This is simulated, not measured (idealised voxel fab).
You're looking at the process module voxel capacitor over wiring.
Cross-sectional view cut (width: 200 nm; square cell size: 5 nm).
Cross-section format: a grid of square cells, given as bands from top to bottom; each band is one or more rows of cells. Each band's line starts with the height of the band's top and of its bottom, in nm. Then come its materials from left to right, each with its width in nm. One material with "throughout" fills the band from edge to edge. "blank" is empty space. Height is counted from the level 0, under which the received wafer is composed throughout of one material. The lowest of the bands is not closed at the bottom but continues downward, in the notation "0 down". The expression "30..40" gives the width at the extremes of the band, the first number at its top row of cells and the second at its bottom row, with the width changing by equal amounts from each row to the next in between. Any step labelled "no change occurred" changed none of the cells in the cross-section. Empty spaces counting at least 8 cells and having no open way to the top are listed in "Voids, fully enclosed". The notation width x height at distance is used for each, the distance being from the left edge and all three values in nm. Post-settings text on a step line: simulator's own remark regarding the step. overlay nm: mask offset rightward from planned place, masked step; negative means leftward offset.

Plan:
1: op RECEIVE | material Si
2: op CONFORMAL_DEP | material SiO2 | thk nm 15
3: op CONFORMAL_DEP | material SiCN | thk nm 5
4: op DIRECTIONAL_DEP | material lowk | thk nm 20
5: op PATTERN | tone open | mask id METAL_1 | material resist | width nm 30 | pitch nm 80 | thk nm 20 | overlay nm 0
6: op DIRECTIONAL_ETCH | etch materials lowk | depth nm 20
7: op DIRECTIONAL_ETCH | etch materials SiCN | depth nm 5
8: op STRIP | etch materials resist
9: op CONFORMAL_DEP | material TiN | thk nm 5
10: op FILL_DEP | material Cu | thk nm 5
11: op CMP | height nm 40
12: op CONFORMAL_DEP | material SiCN | thk nm 5
13: op DIRECTIONAL_DEP | material lowk | thk nm 10
14: op MASKED_ETCH | tone open | mask id PLUG_1 | width nm 15 | etch materials lowk | depth nm 10 | overlay nm 0
15: op MASKED_ETCH | tone open | mask id PLUG_1 | width nm 15 | etch materials SiCN | depth nm 5 | overlay nm 0
16: op EPI | material Ru | thk nm 10
17: op EPI | material Ru | thk nm 5
18: op DIRECTIONAL_DEP | material TiN | thk nm 10
19: op DIRECTIONAL_DEP | material Al2O3 | thk nm 5
20: op DIRECTIONAL_DEP | material TiN | thk nm 5
21: op PATTERN | tone cover | mask id UPPER_PLATE | material resist | width nm 55 | thk nm 15 | overlay nm 0
22: op DIRECTIONAL_ETCH | etch materials TiN | depth nm 5
23: op DIRECTIONAL_ETCH | etch materials Al2O3 | depth nm 5
24: op STRIP | etch materials resist
25: op MASKED_ETCH | tone cover | mask id LOWER_PLATE | width nm 55 | etch materials TiN | depth nm 10 | overlay nm 0
26: op FILL_DEP | material SiO2 | thk nm 15
27: op CMP | height nm 85
28: op PATTERN | tone open | mask id PLUG_2 | material resist | width nm 15 | thk nm 15 | overlay nm 0
29: op DIRECTIONAL_ETCH | etch materials SiO2 | depth nm 10
30: op STRIP | etch materials resist
31: op CONFORMAL_DEP | material TiN | thk nm 5
32: op FILL_DEP | material W | thk nm 10
33: op CMP | height nm 85
34: op CONFORMAL_DEP | material SiN | thk nm 5
All wafers enter the flow in the same state. The width nm at step 25 differs from wafer to wafer, and the plan gives the value for the first wafer.

Incoming state of the first of several wafers in cross-section: after step 1:
- 0 down | Si throughout
- Voids, fully enclosed: none

Here's the first of several wafers in cross-section, end of the module, after the last step, step 34:
- 90 to 85 | SiN throughout
- 85 to 80 | 70 of SiO2 / 5 of TiN / 5 of W / 5 of TiN / 115 of SiO2
- 80 to 70 | 70..60 of SiO2 / 15..55 of TiN / 115..85 of SiO2
- 70 to 65 | 60 of SiO2 / 55 of Al2O3 / 85 of SiO2
- 65 to 55 | 60 of SiO2 / 55 of TiN / 85 of SiO2
- 55 to 45 | 60 of lowk / 15 of Ru / 125 of lowk
- 45 to 40 | 60 of SiCN / 15 of Ru / 125 of SiCN
- 40 to 20 | 45 of lowk / 5 of TiN / 20 of Cu / 5 of TiN / 50 of lowk / 5 of TiN / 20 of Cu / 5 of TiN / 45 of lowk
- 20 to 15 | 45 of SiCN / 30 of TiN / 50 of SiCN / 30 of TiN / 45 of SiCN
- 15 to 0 | SiO2 throughout
- 0 down | Si throughout
- Voids, fully enclosed: none

The module's end: a cross-section of the last wafer:
- 90 to 85 | SiN throughout
- 85 to 80 | 70 of SiO2 / 5 of TiN / 5 of W / 5 of TiN / 115 of SiO2
- 80 to 70 | 70..60 of SiO2 / 15..55 of TiN / 115..85 of SiO2
- 70 to 65 | 60 of SiO2 / 55 of Al2O3 / 85 of SiO2
- 65 to 55 | 50 of SiO2 / 80 of TiN / 70 of SiO2
- 55 to 45 | 60 of lowk / 15 of Ru / 125 of lowk
- 45 to 40 | 60 of SiCN / 15 of Ru / 125 of SiCN
- 40 to 20 | 45 of lowk / 5 of TiN / 20 of Cu / 5 of TiN / 50 of lowk / 5 of TiN / 20 of Cu / 5 of TiN / 45 of lowk
- 20 to 15 | 45 of SiCN / 30 of TiN / 50 of SiCN / 30 of TiN / 45 of SiCN
- 15 to 0 | SiO2 throughout
- 0 down | Si throughout
- Voids, fully enclosed: none

Each wafer at the end: cells of each material gained (+) or lost (-) since it was received, then its closed voids:
width nm 55; +11 Al2O3; +32 Cu; +9 Ru; +65 SiCN; +40 SiN; +310 SiO2; +66 TiN; +1 W; +186 lowk; Voids, fully enclosed: none
width nm 60; +11 Al2O3; +32 Cu; +9 Ru; +65 SiCN; +40 SiN; +308 SiO2; +68 TiN; +1 W; +186 lowk; Voids, fully enclosed: none
width nm 65; +11 Al2O3; +32 Cu; +9 Ru; +65 SiCN; +40 SiN; +306 SiO2; +70 TiN; +1 W; +186 lowk; Voids, fully enclosed: none
width nm 70; +11 Al2O3; +32 Cu; +9 Ru; +65 SiCN; +40 SiN; +304 SiO2; +72 TiN; +1 W; +186 lowk; Voids, fully enclosed: none
width nm 75; +11 Al2O3; +32 Cu; +9 Ru; +65 SiCN; +40 SiN; +302 SiO2; +74 TiN; +1 W; +186 lowk; Voids, fully enclosed: none
width nm 80; +11 Al2O3; +32 Cu; +9 Ru; +65 SiCN; +40 SiN; +300 SiO2; +76 TiN; +1 W; +186 lowk; Voids, fully enclosed: none
